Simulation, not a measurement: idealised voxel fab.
This is a process module. Its name is voxel self aligned vias.
Shown is cross-section cut, with a width of 225 nm and square cells of size 5 nm.
Bands, listed from the top down, are how a cross-section gets written in this document; the cross-section itself is a grid of square cells, and a band is one or more rows of them. For a band, the entry starts with two heights in nm, that of the top and then that of the bottom, and carries on with the band's materials in order from left to right, each alongside its width in nm; the word "full width" beside a single material means it fills the band edge to edge, and "blank" means empty space. Basically, 0 is our baseline, since under it the wafer straight out of the box is all one material. The bottom band has no lower end and keeps on going down, so it looks like "top 0, no bottom". You'd read "30 to 40" like this: the band's top row of cells is as wide as the first number, its bottom row is as wide as the second, and going down, every row changes width by the same amount as the row before did. Step marked "identical to before"? Then no cell in the cross-section changed in it. Closed-off voids of 8+ cells (no open route to the top) go in "Unvented voids", written width x height at distance from the left edge, in nm. Post-settings text on a step line: simulator's own remark regarding the step. The setting "overlay nm" may be written on the line of a step. When the step uses a mask, the value reports how far to the right of the planned place the mask lay, and a negative value reports that it lay to the left.
Plan
- 1: RECEIVE: material Si
- 2: CONFORMAL_DEP: material SiO2, thk nm 10
- 3: CONFORMAL_DEP: material SiCN, thk nm 5
- 4: DIRECTIONAL_DEP: material SiO2, thk nm 20
- 5: PATTERN: tone open, mask id LINES, material resist, width nm 30, pitch nm 65, thk nm 15, overlay nm 0
- 6: DIRECTIONAL_ETCH: etch materials SiO2, depth nm 20
- 7: STRIP: etch materials resist
- 8: CONFORMAL_DEP: material TiN, thk nm 5
- 9: FILL_DEP: material Ru, thk nm 10
- 10: CMP: height nm 35
- 11: SELECTIVE_ETCH: etch materials W Ru TiN, depth nm 5
- 12: FILL_DEP: material SiN, thk nm 5
- 13: CMP: height nm 35
- 14: DIRECTIONAL_DEP: material SiO2, thk nm 15
- 15: PATTERN: tone open, mask id VIAS, material resist, width nm 40, pitch nm 65, thk nm 15, overlay nm 0
- 16: DIRECTIONAL_ETCH: etch materials SiO2, depth nm 15
- 17: DIRECTIONAL_ETCH: etch materials SiN, depth nm 5
- 18: STRIP: etch materials resist
- 19: CONFORMAL_DEP: material TiN, thk nm 5
- 20: FILL_DEP: material Cu, thk nm 5
- 21: CMP: height nm 50
- 22: CONFORMAL_DEP: material SiCN, thk nm 5
As-received state of the wafer in cross-section, equivalent to post-step 1
    top 0, no bottom  Si full width
    Unvented voids: none
Cross-section: first of two wafers, module finished, run according to plan
    top 55, bottom 50  SiCN full width
    top 50, bottom 40  SiO2 25 / TiN 5 / Cu 30 / TiN 5 / SiO2 25 / TiN 5 / Cu 30 / TiN 5 / SiO2 25 / TiN 5 / Cu 30 / TiN 5 / SiO2 30
    top 40, bottom 35  SiO2 25 / TiN 10 / Cu 20 / TiN 10 / SiO2 25 / TiN 10 / Cu 20 / TiN 10 / SiO2 25 / TiN 10 / Cu 20 / TiN 10 / SiO2 30
    top 35, bottom 30  SiO2 30 / TiN 30 / SiO2 35 / TiN 30 / SiO2 35 / TiN 30 / SiO2 35
    top 30, bottom 20  SiO2 30 / TiN 5 / Ru 20 / TiN 5 / SiO2 35 / TiN 5 / Ru 20 / TiN 5 / SiO2 35 / TiN 5 / Ru 20 / TiN 5 / SiO2 35
    top 20, bottom 15  SiO2 30 / TiN 30 / SiO2 35 / TiN 30 / SiO2 35 / TiN 30 / SiO2 35
    top 15, bottom 10  SiCN full width
    top 10, bottom 0  SiO2 full width
    top 0, no bottom  Si full width
    Unvented voids: none
End of module, second wafer, cross-section. Started like the first, planned like the first, run with one mistake
    top 55, bottom 50  SiCN full width
    top 50, bottom 40  SiO2 25 / TiN 5 / Cu 30 / TiN 5 / SiO2 25 / TiN 5 / Cu 30 / TiN 5 / SiO2 25 / TiN 5 / Cu 30 / TiN 5 / SiO2 30
    top 40, bottom 35  SiO2 25 / TiN 10 / Cu 20 / TiN 10 / SiO2 25 / TiN 10 / Cu 20 / TiN 10 / SiO2 25 / TiN 10 / Cu 20 / TiN 10 / SiO2 30
    top 35, bottom 30  SiO2 30 / TiN 30 / SiO2 35 / TiN 30 / SiO2 35 / TiN 30 / SiO2 35
    top 30, bottom 25  SiO2 30 / TiN 5 / Ru 20 / TiN 5 / SiO2 35 / TiN 5 / Ru 20 / TiN 5 / SiO2 35 / TiN 5 / Ru 20 / TiN 5 / SiO2 35
    top 25, bottom 20  SiO2 30 / TiN 30 / SiO2 35 / TiN 30 / SiO2 35 / TiN 30 / SiO2 35
    top 20, bottom 15  SiCN full width
    top 15, bottom 0  SiO2 full width
    top 0, no bottom  Si full width
    Unvented voids: none
In executing the process, a mistake was made relative to the plan: step 2 ran differently from the plan; actual operation with settings: CONFORMAL_DEP: material SiO2, thk nm 15
End check, counted in cells, second wafer has more or fewer of these materials than the first: Ru -12 | SiO2 +18 | TiN -6
